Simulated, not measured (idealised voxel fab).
This is a process module. Its name is voxel capacitor over wiring.
Square cells of 5 nm make up the cross-section cut, whose width is 255 nm.
Cross-section, as written here: a square-cell grid given band by band from the top down, where a band holds one or more rows of cells. Per band: top height and bottom height in nm, followed by the left-to-right materials and their widths in nm; "everywhere" marks a single material spanning edge to edge, "air" marks empty space. All heights in this document are referenced to 0, defined as the level beneath which the wafer, as received, consists entirely of one material. The lowest band is not bounded below; it extends indefinitely downward and is written in the form "0 down". The two numbers in a width such as "30->40" mark its ends across the band: the first belongs to the top row of cells, the second to the bottom row, and from each row to the next the width moves by the same amount. Key: "no alteration" - step with no changed cell in the cross-section. Voids not open to the top, 8 cells minimum: see "Completely enclosed voids". Written width x height at distance; distance is from the left edge; nm. Anything after a step's settings on that line? It's the simulator's own note about the step. overlay nm: mask right of planned place by this much (step with mask). Neg. = left. Structure of the following material. The material consists of pairs of cross-sections. Each pair comprises the cross-section before one process step and the cross-section after that step, the latter shown only down to the lowest band that changed. The step between the cross-sections is specified beneath each pair, including its settings. Pairs are not necessarily consecutive: they may derive from different runs of this module performed on the same starting wafer. Continuity with the pair above is to be assumed only where the entry headed "Status before step" of the pair in question states it.

**Status before step**
    0 down: Si everywhere
    Completely enclosed voids: none

**State After Step**
    15 to 0: SiO2 everywhere
    No changes below 0.
    Completely enclosed voids: none
Between before and after above, the operation and settings are CONFORMAL_DEP with material SiO2, thk nm 15

Status before step: refer to the pair immediately above; the cross-section shown after its step is the state before this one.

**State After Step**
    20 to 15: SiCN everywhere
    No changes below 15.
    Completely enclosed voids: none
Between before and after above, the operation and settings are CONFORMAL_DEP with material SiCN, thk nm 5

Status before step: refer to the pair immediately above; the cross-section shown after its step is the state before this one.

**State After Step**
    35 to 20: lowk everywhere
    No changes below 20.
    Completely enclosed voids: none
Between before and after above, the operation and settings are DIRECTIONAL_DEP with material lowk, thk nm 15

Status before step: refer to the pair immediately above; the cross-section shown after its step is the state before this one.

**State After Step**
    50 to 35: resist 70 nm, air 25 nm, resist 65 nm, air 25 nm, resist 70 nm
    No changes below 35.
    Completely enclosed voids: none
Between before and after above, the operation and settings are PATTERN with tone open, mask id METAL_1, material resist, width nm 25, pitch nm 90, thk nm 15, overlay nm 0

Status before step: refer to the pair immediately above; the cross-section shown after its step is the state before this one.

**State After Step**
    50 to 35: resist 70 nm, air 25 nm, resist 65 nm, air 25 nm, resist 70 nm
    35 to 20: lowk 70 nm, air 25 nm, lowk 65 nm, air 25 nm, lowk 70 nm
    No changes below 20.
    Completely enclosed voids: none
Between before and after above, the operation and settings are DIRECTIONAL_ETCH with etch materials lowk, depth nm 15

Status before step: refer to the pair immediately above; the cross-section shown after its step is the state before this one.

**State After Step**
    50 to 35: resist 70 nm, air 25 nm, resist 65 nm, air 25 nm, resist 70 nm
    35 to 20: lowk 70 nm, air 25 nm, lowk 65 nm, air 25 nm, lowk 70 nm
    20 to 15: SiCN 70 nm, air 25 nm, SiCN 65 nm, air 25 nm, SiCN 70 nm
    No changes below 15.
    Completely enclosed voids: none
Between before and after above, the operation and settings are DIRECTIONAL_ETCH with etch materials SiCN, depth nm 5

Status before step: refer to the pair immediately above; the cross-section shown after its step is the state before this one.

**State After Step**
    35 to 20: lowk 70 nm, air 25 nm, lowk 65 nm, air 25 nm, lowk 70 nm
    No changes below 20.
    Completely enclosed voids: none
Between before and after above, the operation and settings are STRIP with etch materials resist

Status before step: refer to the pair immediately above; the cross-section shown after its step is the state before this one.

**State After Step**
    40 to 35: TiN 75 nm, air 15 nm, TiN 75 nm, air 15 nm, TiN 75 nm
    35 to 20: lowk 70 nm, TiN 5 nm, air 15 nm, TiN 5 nm, lowk 65 nm, TiN 5 nm, air 15 nm, TiN 5 nm, lowk 70 nm
    20 to 15: SiCN 70 nm, TiN 25 nm, SiCN 65 nm, TiN 25 nm, SiCN 70 nm
    No changes below 15.
    Completely enclosed voids: none
Between before and after above, the operation and settings are CONFORMAL_DEP with material TiN, thk nm 5

Status before step: refer to the pair immediately above; the cross-section shown after its step is the state before this one.

**State After Step**
    45 to 40: Cu everywhere
    40 to 35: TiN 75 nm, Cu 15 nm, TiN 75 nm, Cu 15 nm, TiN 75 nm
    35 to 20: lowk 70 nm, TiN 5 nm, Cu 15 nm, TiN 5 nm, lowk 65 nm, TiN 5 nm, Cu 15 nm, TiN 5 nm, lowk 70 nm
    No changes below 20.
    Completely enclosed voids: none
Between before and after above, the operation and settings are FILL_DEP with material Cu, thk nm 5

Status before step: refer to the pair immediately above; the cross-section shown after its step is the state before this one.

**State After Step**
    35 to 20: lowk 70 nm, TiN 5 nm, Cu 15 nm, TiN 5 nm, lowk 65 nm, TiN 5 nm, Cu 15 nm, TiN 5 nm, lowk 70 nm
    No changes below 20.
    Completely enclosed voids: none
Between before and after above, the operation and settings are CMP with height nm 35

Status before step: refer to the pair immediately above; the cross-section shown after its step is the state before this one.

**State After Step**
    40 to 35: air 65 nm, Ru 35 nm, air 55 nm, Ru 35 nm, air 65 nm
    No changes below 35.
    Completely enclosed voids: none
Between before and after above, the operation and settings are EPI with material Ru, thk nm 5

Status before step: refer to the pair immediately above; the cross-section shown after its step is the state before this one.

**State After Step**
    45 to 40: SiCN everywhere
    40 to 35: SiCN 65 nm, Ru 35 nm, SiCN 55 nm, Ru 35 nm, SiCN 65 nm
    No changes below 35.
    Completely enclosed voids: none
Between before and after above, the operation and settings are FILL_DEP with material SiCN, thk nm 5

Status before step: refer to the pair immediately above; the cross-section shown after its step is the state before this one.

**State After Step**
    60 to 45: lowk everywhere
    No changes below 45.
    Completely enclosed voids: none
Between before and after above, the operation and settings are DIRECTIONAL_DEP with material lowk, thk nm 15

Status before step: refer to the pair immediately above; the cross-section shown after its step is the state before this one.

**State After Step**
    70 to 60: aC everywhere
    No changes below 60.
    Completely enclosed voids: none
Between before and after above, the operation and settings are DIRECTIONAL_DEP with material aC, thk nm 10

Status before step: refer to the pair immediately above; the cross-section shown after its step is the state before this one.

**State After Step**
    95 to 70: resist 80 nm, air 15 nm, resist 160 nm
    No changes below 70.
    Completely enclosed voids: none
Between before and after above, the operation and settings are PATTERN with tone open, mask id PLUG_1, material resist, width nm 15, thk nm 25, overlay nm 0

Status before step: refer to the pair immediately above; the cross-section shown after its step is the state before this one.

**State After Step**
    85 to 70: resist 80 nm, air 15 nm, resist 160 nm
    70 to 60: aC 80 nm, air 15 nm, aC 160 nm
    No changes below 60.
    Completely enclosed voids: none
Between before and after above, the operation and settings are DIRECTIONAL_ETCH with etch materials aC, depth nm 10

Status before step: refer to the pair immediately above; the cross-section shown after its step is the state before this one.

**State After Step**
    70 to 60: aC 80 nm, air 15 nm, aC 160 nm
    No changes below 60.
    Completely enclosed voids: none
Between before and after above, the operation and settings are STRIP with etch materials resist

Status before step: refer to the pair immediately above; the cross-section shown after its step is the state before this one.

**State After Step**
    70 to 60: aC 80 nm, air 15 nm, aC 160 nm
    60 to 45: lowk 80 nm, air 15 nm, lowk 160 nm
    No changes below 45.
    Completely enclosed voids: none
Between before and after above, the operation and settings are DIRECTIONAL_ETCH with etch materials lowk, depth nm 15

Status before step: refer to the pair immediately above; the cross-section shown after its step is the state before this one.

**State After Step**
    70 to 60: aC 80 nm, air 15 nm, aC 160 nm
    60 to 45: lowk 80 nm, air 15 nm, lowk 160 nm
    45 to 40: SiCN 80 nm, air 15 nm, SiCN 160 nm
    No changes below 40.
    Completely enclosed voids: none
Between before and after above, the operation and settings are DIRECTIONAL_ETCH with etch materials SiCN, depth nm 5

Status before step: refer to the pair immediately above; the cross-section shown after its step is the state before this one.

**State After Step**
    60 to 45: lowk 80 nm, air 15 nm, lowk 160 nm
    No changes below 45.
    Completely enclosed voids: none
Between before and after above, the operation and settings are STRIP with etch materials aC

Status before step: refer to the pair immediately above; the cross-section shown after its step is the state before this one.

**State After Step**
    60 to 50: lowk 80 nm, air 15 nm, lowk 160 nm
    50 to 45: lowk 80 nm, Ru 15 nm, lowk 160 nm
    45 to 40: SiCN 80 nm, Ru 15 nm, SiCN 160 nm
    No changes below 40.
    Completely enclosed voids: none
Between before and after above, the operation and settings are EPI with material Ru, thk nm 10

Status before step: refer to the pair immediately above; the cross-section shown after its step is the state before this one.

**State After Step**
    60 to 45: lowk 80 nm, Ru 15 nm, lowk 160 nm
    No changes below 45.
    Completely enclosed voids: none
Between before and after above, the operation and settings are EPI with material Ru, thk nm 10

Status before step: refer to the pair immediately above; the cross-section shown after its step is the state before this one.

**State After Step**
    65 to 60: TiN everywhere
    No changes below 60.
    Completely enclosed voids: none
Between before and after above, the operation and settings are DIRECTIONAL_DEP with material TiN, thk nm 5

Status before step: refer to the pair immediately above; the cross-section shown after its step is the state before this one.

**State After Step**
    70 to 65: SiN everywhere
    No changes below 65.
    Completely enclosed voids: none
Between before and after above, the operation and settings are DIRECTIONAL_DEP with material SiN, thk nm 5

Status before step: refer to the pair immediately above; the cross-section shown after its step is the state before this one.

**State After Step**
    80 to 70: TiN everywhere
    No changes below 70.
    Completely enclosed voids: none
Between before and after above, the operation and settings are DIRECTIONAL_DEP with material TiN, thk nm 10

Status before step: refer to the pair immediately above; the cross-section shown after its step is the state before this one.

**State After Step**
    80 to 70: air 80 nm, TiN 70 nm, air 105 nm
    No changes below 70.
    Completely enclosed voids: none
Between before and after above, the operation and settings are MASKED_ETCH with tone cover, mask id UPPER_PLATE, width nm 70, etch materials TiN, depth nm 10, overlay nm 0

Status before step: refer to the pair immediately above; the cross-section shown after its step is the state before this one.

**State After Step**
    80 to 70: air 80 nm, TiN 70 nm, air 105 nm
    70 to 65: air 80 nm, SiN 70 nm, air 105 nm
    No changes below 65.
    Completely enclosed voids: none
Between before and after above, the operation and settings are MASKED_ETCH with tone cover, mask id UPPER_PLATE, width nm 70, etch materials SiN, depth nm 5, overlay nm 0

Status before step: refer to the pair immediately above; the cross-section shown after its step is the state before this one.

**State After Step**
    95 to 80: air 75 nm, resist 80 nm, air 100 nm
    80 to 70: air 75 nm, resist 5 nm, TiN 70 nm, resist 5 nm, air 100 nm
    70 to 65: air 75 nm, resist 5 nm, SiN 70 nm, resist 5 nm, air 100 nm
    No changes below 65.
    Completely enclosed voids: none
Between before and after above, the operation and settings are PATTERN with tone cover, mask id LOWER_PLATE, material resist, width nm 80, thk nm 15, overlay nm 0

Status before step: refer to the pair immediately above; the cross-section shown after its step is the state before this one.

**State After Step**
    95 to 80: air 75 nm, resist 80 nm, air 100 nm
    80 to 70: air 75 nm, resist 5 nm, TiN 70 nm, resist 5 nm, air 100 nm
    70 to 65: air 75 nm, resist 5 nm, SiN 70 nm, resist 5 nm, air 100 nm
    65 to 60: air 75 nm, TiN 80 nm, air 100 nm
    No changes below 60.
    Completely enclosed voids: none
Between before and after above, the operation and settings are DIRECTIONAL_ETCH with etch materials TiN, depth nm 5

Status before step: refer to the pair immediately above; the cross-section shown after its step is the state before this one.

**State After Step**
    80 to 70: air 80 nm, TiN 70 nm, air 105 nm
    70 to 65: air 80 nm, SiN 70 nm, air 105 nm
    No changes below 65.
    Completely enclosed voids: none
Between before and after above, the operation and settings are STRIP with etch materials resist

Status before step: refer to the pair immediately above; the cross-section shown after its step is the state before this one.

**State After Step**
    95 to 80: SiO2 everywhere
    80 to 70: SiO2 80 nm, TiN 70 nm, SiO2 105 nm
    70 to 65: SiO2 80 nm, SiN 70 nm, SiO2 105 nm
    65 to 60: SiO2 75 nm, TiN 80 nm, SiO2 100 nm
    No changes below 60.
    Completely enclosed voids: none
Between before and after above, the operation and settings are FILL_DEP with material SiO2, thk nm 15

Status before step: refer to the pair immediately above; the cross-section shown after its step is the state before this one.

**State After Step**
    90 to 80: SiO2 everywhere
    No changes below 80.
    Completely enclosed voids: none
Between before and after above, the operation and settings are CMP with height nm 90

Status before step: refer to the pair immediately above; the cross-section shown after its step is the state before this one.

**State After Step**
    105 to 90: resist 90 nm, air 15 nm, resist 150 nm
    No changes below 90.
    Completely enclosed voids: none
Between before and after above, the operation and settings are PATTERN with tone open, mask id PLUG_2, material resist, width nm 15, thk nm 15, overlay nm 0

Status before step: refer to the pair immediately above; the cross-section shown after its step is the state before this one.

**State After Step**
    105 to 90: resist 90 nm, air 15 nm, resist 150 nm
    90 to 80: SiO2 90 nm, air 15 nm, SiO2 150 nm
    No changes below 80.
    Completely enclosed voids: none
Between before and after above, the operation and settings are DIRECTIONAL_ETCH with etch materials SiO2, depth nm 10

Status before step: refer to the pair immediately above; the cross-section shown after its step is the state before this one.

**State After Step**
    90 to 80: SiO2 90 nm, air 15 nm, SiO2 150 nm
    No changes below 80.
    Completely enclosed voids: none
Between before and after above, the operation and settings are STRIP with etch materials resist

Status before step: refer to the pair immediately above; the cross-section shown after its step is the state before this one.

**State After Step**
    95 to 90: TiN 95 nm, air 5 nm, TiN 155 nm
    90 to 85: SiO2 90 nm, TiN 5 nm, air 5 nm, TiN 5 nm, SiO2 150 nm
    85 to 80: SiO2 90 nm, TiN 15 nm, SiO2 150 nm
    No changes below 80.
    Completely enclosed voids: none
Between before and after above, the operation and settings are CONFORMAL_DEP with material TiN, thk nm 5

Status before step: refer to the pair immediately above; the cross-section shown after its step is the state before this one.

**State After Step**
    100 to 95: W everywhere
    95 to 90: TiN 95 nm, W 5 nm, TiN 155 nm
    90 to 85: SiO2 90 nm, TiN 5 nm, W 5 nm, TiN 5 nm, SiO2 150 nm
    No changes below 85.
    Completely enclosed voids: none
Between before and after above, the operation and settings are FILL_DEP with material W, thk nm 5

Status before step: refer to the pair immediately above; the cross-section shown after its step is the state before this one.

**State After Step**
    90 to 85: SiO2 90 nm, TiN 5 nm, W 5 nm, TiN 5 nm, SiO2 150 nm
    No changes below 85.
    Completely enclosed voids: none
Between before and after above, the operation and settings are CMP with height nm 90

Status before step: refer to the pair immediately above; the cross-section shown after its step is the state before this one.

**State After Step**
    95 to 90: SiN everywhere
    No changes below 90.
    Completely enclosed voids: none
Between before and after above, the operation and settings are CONFORMAL_DEP with material SiN, thk nm 5

**Status before step**
    60 to 50: lowk 80 nm, air 15 nm, lowk 160 nm
    50 to 45: lowk 80 nm, Ru 15 nm, lowk 160 nm
    45 to 40: SiCN 80 nm, Ru 15 nm, SiCN 160 nm
    40 to 35: SiCN 65 nm, Ru 35 nm, SiCN 55 nm, Ru 35 nm, SiCN 65 nm
    35 to 20: lowk 70 nm, TiN 5 nm, Cu 15 nm, TiN 5 nm, lowk 65 nm, TiN 5 nm, Cu 15 nm, TiN 5 nm, lowk 70 nm
    20 to 15: SiCN 70 nm, TiN 25 nm, SiCN 65 nm, TiN 25 nm, SiCN 70 nm
    15 to 0: SiO2 everywhere
    0 down: Si everywhere
    Completely enclosed voids: none

**State After Step**
    65 to 60: TiN 80 nm, air 15 nm, TiN 160 nm
    60 to 55: lowk 80 nm, air 15 nm, lowk 160 nm
    55 to 50: lowk 80 nm, TiN 15 nm, lowk 160 nm
    No changes below 50.
    Completely enclosed voids: none
Between before and after above, the operation and settings are DIRECTIONAL_DEP with material TiN, thk nm 5

Status before step: refer to the pair immediately above; the cross-section shown after its step is the state before this one.

**State After Step**
    70 to 65: SiN 80 nm, air 15 nm, SiN 160 nm
    65 to 60: TiN 80 nm, air 15 nm, TiN 160 nm
    60 to 55: lowk 80 nm, SiN 15 nm, lowk 160 nm
    No changes below 55.
    Completely enclosed voids: none
Between before and after above, the operation and settings are DIRECTIONAL_DEP with material SiN, thk nm 5

Status before step: refer to the pair immediately above; the cross-section shown after its step is the state before this one.

**State After Step**
    80 to 70: TiN 80 nm, air 15 nm, TiN 160 nm
    70 to 65: SiN 80 nm, TiN 15 nm, SiN 160 nm
    65 to 60: TiN everywhere
    No changes below 60.
    Completely enclosed voids: none
Between before and after above, the operation and settings are DIRECTIONAL_DEP with material TiN, thk nm 10

Status before step: refer to the pair immediately above; the cross-section shown after its step is the state before this one.

**State After Step**
    80 to 70: air 95 nm, TiN 55 nm, air 105 nm
    No changes below 70.
    Completely enclosed voids: none
Between before and after above, the operation and settings are MASKED_ETCH with tone cover, mask id UPPER_PLATE, width nm 70, etch materials TiN, depth nm 10, overlay nm 0

Status before step: refer to the pair immediately above; the cross-section shown after its step is the state before this one.

**State After Step**
    80 to 70: air 95 nm, TiN 55 nm, air 105 nm
    70 to 65: air 80 nm, TiN 15 nm, SiN 55 nm, air 105 nm
    No changes below 65.
    Completely enclosed voids: none
Between before and after above, the operation and settings are MASKED_ETCH with tone cover, mask id UPPER_PLATE, width nm 70, etch materials SiN, depth nm 5, overlay nm 0

Status before step: refer to the pair immediately above; the cross-section shown after its step is the state before this one.

**State After Step**
    95 to 80: air 75 nm, resist 80 nm, air 100 nm
    80 to 70: air 75 nm, resist 20 nm, TiN 55 nm, resist 5 nm, air 100 nm
    70 to 65: air 75 nm, resist 5 nm, TiN 15 nm, SiN 55 nm, resist 5 nm, air 100 nm
    No changes below 65.
    Completely enclosed voids: none
Between before and after above, the operation and settings are PATTERN with tone cover, mask id LOWER_PLATE, material resist, width nm 80, thk nm 15, overlay nm 0

Status before step: refer to the pair immediately above; the cross-section shown after its step is the state before this one.

**State After Step**
    95 to 80: air 75 nm, resist 80 nm, air 100 nm
    80 to 70: air 75 nm, resist 20 nm, TiN 55 nm, resist 5 nm, air 100 nm
    70 to 65: air 75 nm, resist 5 nm, TiN 15 nm, SiN 55 nm, resist 5 nm, air 100 nm
    65 to 60: air 75 nm, TiN 80 nm, air 100 nm
    No changes below 60.
    Completely enclosed voids: none
Between before and after above, the operation and settings are DIRECTIONAL_ETCH with etch materials TiN, depth nm 5

Status before step: refer to the pair immediately above; the cross-section shown after its step is the state before this one.

**State After Step**
    80 to 70: air 95 nm, TiN 55 nm, air 105 nm
    70 to 65: air 80 nm, TiN 15 nm, SiN 55 nm, air 105 nm
    No changes below 65.
    Completely enclosed voids: none
Between before and after above, the operation and settings are STRIP with etch materials resist

Status before step: refer to the pair immediately above; the cross-section shown after its step is the state before this one.

**State After Step**
    95 to 80: SiO2 everywhere
    80 to 70: SiO2 95 nm, TiN 55 nm, SiO2 105 nm
    70 to 65: SiO2 80 nm, TiN 15 nm, SiN 55 nm, SiO2 105 nm
    65 to 60: SiO2 75 nm, TiN 80 nm, SiO2 100 nm
    No changes below 60.
    Completely enclosed voids: none
Between before and after above, the operation and settings are FILL_DEP with material SiO2, thk nm 15

Status before step: refer to the pair immediately above; the cross-section shown after its step is the state before this one.

**State After Step**
    90 to 80: SiO2 everywhere
    No changes below 80.
    Completely enclosed voids: none
Between before and after above, the operation and settings are CMP with height nm 90

Status before step: refer to the pair immediately above; the cross-section shown after its step is the state before this one.

**State After Step**
    105 to 90: resist 90 nm, air 15 nm, resist 150 nm
    No changes below 90.
    Completely enclosed voids: none
Between before and after above, the operation and settings are PATTERN with tone open, mask id PLUG_2, material resist, width nm 15, thk nm 15, overlay nm 0

Status before step: refer to the pair immediately above; the cross-section shown after its step is the state before this one.

**State After Step**
    105 to 90: resist 90 nm, air 15 nm, resist 150 nm
    90 to 80: SiO2 90 nm, air 15 nm, SiO2 150 nm
    No changes below 80.
    Completely enclosed voids: none
Between before and after above, the operation and settings are DIRECTIONAL_ETCH with etch materials SiO2, depth nm 10

Status before step: refer to the pair immediately above; the cross-section shown after its step is the state before this one.

**State After Step**
    90 to 80: SiO2 90 nm, air 15 nm, SiO2 150 nm
    No changes below 80.
    Completely enclosed voids: none
Between before and after above, the operation and settings are STRIP with etch materials resist

Status before step: refer to the pair immediately above; the cross-section shown after its step is the state before this one.

**State After Step**
    95 to 90: TiN 95 nm, air 5 nm, TiN 155 nm
    90 to 85: SiO2 90 nm, TiN 5 nm, air 5 nm, TiN 5 nm, SiO2 150 nm
    85 to 80: SiO2 90 nm, TiN 15 nm, SiO2 150 nm
    No changes below 80.
    Completely enclosed voids: none
Between before and after above, the operation and settings are CONFORMAL_DEP with material TiN, thk nm 5

Status before step: refer to the pair immediately above; the cross-section shown after its step is the state before this one.

**State After Step**
    100 to 95: W everywhere
    95 to 90: TiN 95 nm, W 5 nm, TiN 155 nm
    90 to 85: SiO2 90 nm, TiN 5 nm, W 5 nm, TiN 5 nm, SiO2 150 nm
    No changes below 85.
    Completely enclosed voids: none
Between before and after above, the operation and settings are FILL_DEP with material W, thk nm 5

Status before step: refer to the pair immediately above; the cross-section shown after its step is the state before this one.

**State After Step**
    90 to 85: SiO2 90 nm, TiN 5 nm, W 5 nm, TiN 5 nm, SiO2 150 nm
    No changes below 85.
    Completely enclosed voids: none
Between before and after above, the operation and settings are CMP with height nm 90

Status before step: refer to the pair immediately above; the cross-section shown after its step is the state before this one.

**State After Step**
    95 to 90: SiN everywhere
    No changes below 90.
    Completely enclosed voids: none
Between before and after above, the operation and settings are CONFORMAL_DEP with material SiN, thk nm 5

**Status before step**
    60 to 45: lowk 80 nm, Ru 15 nm, lowk 160 nm
    45 to 40: SiCN 80 nm, Ru 15 nm, SiCN 160 nm
    40 to 35: SiCN 65 nm, Ru 35 nm, SiCN 55 nm, Ru 35 nm, SiCN 65 nm
    35 to 20: lowk 70 nm, TiN 5 nm, Cu 15 nm, TiN 5 nm, lowk 65 nm, TiN 5 nm, Cu 15 nm, TiN 5 nm, lowk 70 nm
    20 to 15: SiCN 70 nm, TiN 25 nm, SiCN 65 nm, TiN 25 nm, SiCN 70 nm
    15 to 0: SiO2 everywhere
    0 down: Si everywhere
    Completely enclosed voids: none

**State After Step**
    70 to 60: air 70 nm, Ru 35 nm, air 150 nm
    No changes below 60.
    Completely enclosed voids: none
Between before and after above, the operation and settings are EPI with material Ru, thk nm 10

Status before step: refer to the pair immediately above; the cross-section shown after its step is the state before this one.

**State After Step**
    75 to 70: air 70 nm, TiN 35 nm, air 150 nm
    70 to 65: air 70 nm, Ru 35 nm, air 150 nm
    65 to 60: TiN 70 nm, Ru 35 nm, TiN 150 nm
    No changes below 60.
    Completely enclosed voids: none
Between before and after above, the operation and settings are DIRECTIONAL_DEP with material TiN, thk nm 5

Status before step: refer to the pair immediately above; the cross-section shown after its step is the state before this one.

**State After Step**
    80 to 75: air 70 nm, SiN 35 nm, air 150 nm
    75 to 70: air 70 nm, TiN 35 nm, air 150 nm
    70 to 65: SiN 70 nm, Ru 35 nm, SiN 150 nm
    No changes below 65.
    Completely enclosed voids: none
Between before and after above, the operation and settings are DIRECTIONAL_DEP with material SiN, thk nm 5

Status before step: refer to the pair immediately above; the cross-section shown after its step is the state before this one.

**State After Step**
    90 to 80: air 70 nm, TiN 35 nm, air 150 nm
    80 to 75: TiN 70 nm, SiN 35 nm, TiN 150 nm
    75 to 70: TiN everywhere
    No changes below 70.
    Completely enclosed voids: none
Between before and after above, the operation and settings are DIRECTIONAL_DEP with material TiN, thk nm 10

Status before step: refer to the pair immediately above; the cross-section shown after its step is the state before this one.

**State After Step**
    90 to 80: air 80 nm, TiN 25 nm, air 150 nm
    80 to 75: air 70 nm, SiN 35 nm, TiN 45 nm, air 105 nm
    75 to 70: air 70 nm, TiN 80 nm, air 105 nm
    No changes below 70.
    Completely enclosed voids: none
Between before and after above, the operation and settings are MASKED_ETCH with tone cover, mask id UPPER_PLATE, width nm 70, etch materials TiN, depth nm 10, overlay nm 0

Status before step: refer to the pair immediately above; the cross-section shown after its step is the state before this one.

**State After Step**
    90 to 80: air 80 nm, TiN 25 nm, air 150 nm
    80 to 75: air 80 nm, SiN 25 nm, TiN 45 nm, air 105 nm
    75 to 70: air 70 nm, TiN 80 nm, air 105 nm
    70 to 65: air 70 nm, Ru 35 nm, SiN 45 nm, air 105 nm
    No changes below 65.
    Completely enclosed voids: none
Between before and after above, the operation and settings are MASKED_ETCH with tone cover, mask id UPPER_PLATE, width nm 70, etch materials SiN, depth nm 5, overlay nm 0

Status before step: refer to the pair immediately above; the cross-section shown after its step is the state before this one.

**State After Step**
    105 to 90: air 75 nm, resist 80 nm, air 100 nm
    90 to 80: air 75 nm, resist 5 nm, TiN 25 nm, resist 50 nm, air 100 nm
    80 to 75: air 75 nm, resist 5 nm, SiN 25 nm, TiN 45 nm, resist 5 nm, air 100 nm
    75 to 70: air 70 nm, TiN 80 nm, resist 5 nm, air 100 nm
    70 to 65: air 70 nm, Ru 35 nm, SiN 45 nm, resist 5 nm, air 100 nm
    No changes below 65.
    Completely enclosed voids: none
Between before and after above, the operation and settings are PATTERN with tone cover, mask id LOWER_PLATE, material resist, width nm 80, thk nm 15, overlay nm 0

Status before step: refer to the pair immediately above; the cross-section shown after its step is the state before this one.

**State After Step**
    105 to 90: air 75 nm, resist 80 nm, air 100 nm
    90 to 80: air 75 nm, resist 5 nm, TiN 25 nm, resist 50 nm, air 100 nm
    80 to 75: air 75 nm, resist 5 nm, SiN 25 nm, TiN 45 nm, resist 5 nm, air 100 nm
    75 to 70: air 75 nm, TiN 75 nm, resist 5 nm, air 100 nm
    70 to 65: air 70 nm, Ru 35 nm, SiN 45 nm, resist 5 nm, air 100 nm
    65 to 60: air 70 nm, Ru 35 nm, TiN 50 nm, air 100 nm
    No changes below 60.
    Completely enclosed voids: none
Between before and after above, the operation and settings are DIRECTIONAL_ETCH with etch materials TiN, depth nm 5

Status before step: refer to the pair immediately above; the cross-section shown after its step is the state before this one.

**State After Step**
    90 to 80: air 80 nm, TiN 25 nm, air 150 nm
    80 to 75: air 80 nm, SiN 25 nm, TiN 45 nm, air 105 nm
    75 to 70: air 75 nm, TiN 75 nm, air 105 nm
    70 to 65: air 70 nm, Ru 35 nm, SiN 45 nm, air 105 nm
    No changes below 65.
    Completely enclosed voids: none
Between before and after above, the operation and settings are STRIP with etch materials resist

Status before step: refer to the pair immediately above; the cross-section shown after its step is the state before this one.

**State After Step**
    105 to 90: SiO2 everywhere
    90 to 80: SiO2 80 nm, TiN 25 nm, SiO2 150 nm
    80 to 75: SiO2 80 nm, SiN 25 nm, TiN 45 nm, SiO2 105 nm
    75 to 70: SiO2 75 nm, TiN 75 nm, SiO2 105 nm
    70 to 65: SiO2 70 nm, Ru 35 nm, SiN 45 nm, SiO2 105 nm
    65 to 60: SiO2 70 nm, Ru 35 nm, TiN 50 nm, SiO2 100 nm
    No changes below 60.
    Completely enclosed voids: none
Between before and after above, the operation and settings are FILL_DEP with material SiO2, thk nm 15

Status before step: refer to the pair immediately above; the cross-section shown after its step is the state before this one.

**State After Step**
    90 to 80: SiO2 80 nm, TiN 25 nm, SiO2 150 nm
    No changes below 80.
    Completely enclosed voids: none
Between before and after above, the operation and settings are CMP with height nm 90

Status before step: refer to the pair immediately above; the cross-section shown after its step is the state before this one.

**State After Step**
    105 to 90: resist 90 nm, air 15 nm, resist 150 nm
    No changes below 90.
    Completely enclosed voids: none
Between before and after above, the operation and settings are PATTERN with tone open, mask id PLUG_2, material resist, width nm 15, thk nm 15, overlay nm 0

Status before step: refer to the pair immediately above; the cross-section shown after its step is the state before this one.

**State After Step**
    90 to 80: SiO2 80 nm, TiN 25 nm, SiO2 150 nm
    No changes below 80.
    Completely enclosed voids: none
Between before and after above, the operation and settings are STRIP with etch materials resist

Status before step: refer to the pair immediately above; the cross-section shown after its step is the state before this one.

**State After Step**
    95 to 90: TiN everywhere
    No changes below 90.
    Completely enclosed voids: none
Between before and after above, the operation and settings are CONFORMAL_DEP with material TiN, thk nm 5

Status before step: refer to the pair immediately above; the cross-section shown after its step is the state before this one.

**State After Step**
    100 to 95: W everywhere
    No changes below 95.
    Completely enclosed voids: none
Between before and after above, the operation and settings are FILL_DEP with material W, thk nm 5

Status before step: refer to the pair immediately above; the cross-section shown after its step is the state before this one.

**State After Step**
    90 to 80: SiO2 80 nm, TiN 25 nm, SiO2 150 nm
    No changes below 80.
    Completely enclosed voids: none
Between before and after above, the operation and settings are CMP with height nm 90

Status before step: refer to the pair immediately above; the cross-section shown after its step is the state before this one.

**State After Step**
    95 to 90: SiN everywhere
    No changes below 90.
    Completely enclosed voids: none
Between before and after above, the operation and settings are CONFORMAL_DEP with material SiN, thk nm 5

**Status before step**
    15 to 0: SiO2 everywhere
    0 down: Si everywhere
    Completely enclosed voids: none

**State After Step**
    30 to 15: lowk everywhere
    No changes below 15.
    Completely enclosed voids: none
Between before and after above, the operation and settings are DIRECTIONAL_DEP with material lowk, thk nm 15

Status before step: refer to the pair immediately above; the cross-section shown after its step is the state before this one.

**State After Step**
    35 to 30: SiCN everywhere
    No changes below 30.
    Completely enclosed voids: none
Between before and after above, the operation and settings are CONFORMAL_DEP with material SiCN, thk nm 5

Status before step: refer to the pair immediately above; the cross-section shown after its step is the state before this one.

**State After Step**
    50 to 35: resist 70 nm, air 25 nm, resist 65 nm, air 25 nm, resist 70 nm
    No changes below 35.
    Completely enclosed voids: none
Between before and after above, the operation and settings are PATTERN with tone open, mask id METAL_1, material resist, width nm 25, pitch nm 90, thk nm 15, overlay nm 0

Status before step: refer to the pair immediately above; the cross-section shown after its step is the state before this one.

**State After Step**
    50 to 35: resist 70 nm, air 25 nm, resist 65 nm, air 25 nm, resist 70 nm
    35 to 30: SiCN 70 nm, air 25 nm, SiCN 65 nm, air 25 nm, SiCN 70 nm
    No changes below 30.
    Completely enclosed voids: none
Between before and after above, the operation and settings are DIRECTIONAL_ETCH with etch materials SiCN, depth nm 5

Status before step: refer to the pair immediately above; the cross-section shown after its step is the state before this one.

**State After Step**
    35 to 30: SiCN 70 nm, air 25 nm, SiCN 65 nm, air 25 nm, SiCN 70 nm
    No changes below 30.
    Completely enclosed voids: none
Between before and after above, the operation and settings are STRIP with etch materials resist

Status before step: refer to the pair immediately above; the cross-section shown after its step is the state before this one.

**State After Step**
    40 to 35: TiN 75 nm, air 15 nm, TiN 75 nm, air 15 nm, TiN 75 nm
    35 to 30: SiCN 70 nm, TiN 25 nm, SiCN 65 nm, TiN 25 nm, SiCN 70 nm
    No changes below 30.
    Completely enclosed voids: none
Between before and after above, the operation and settings are CONFORMAL_DEP with material TiN, thk nm 5

Status before step: refer to the pair immediately above; the cross-section shown after its step is the state before this one.

**State After Step**
    45 to 40: Cu everywhere
    40 to 35: TiN 75 nm, Cu 15 nm, TiN 75 nm, Cu 15 nm, TiN 75 nm
    No changes below 35.
    Completely enclosed voids: none
Between before and after above, the operation and settings are FILL_DEP with material Cu, thk nm 5
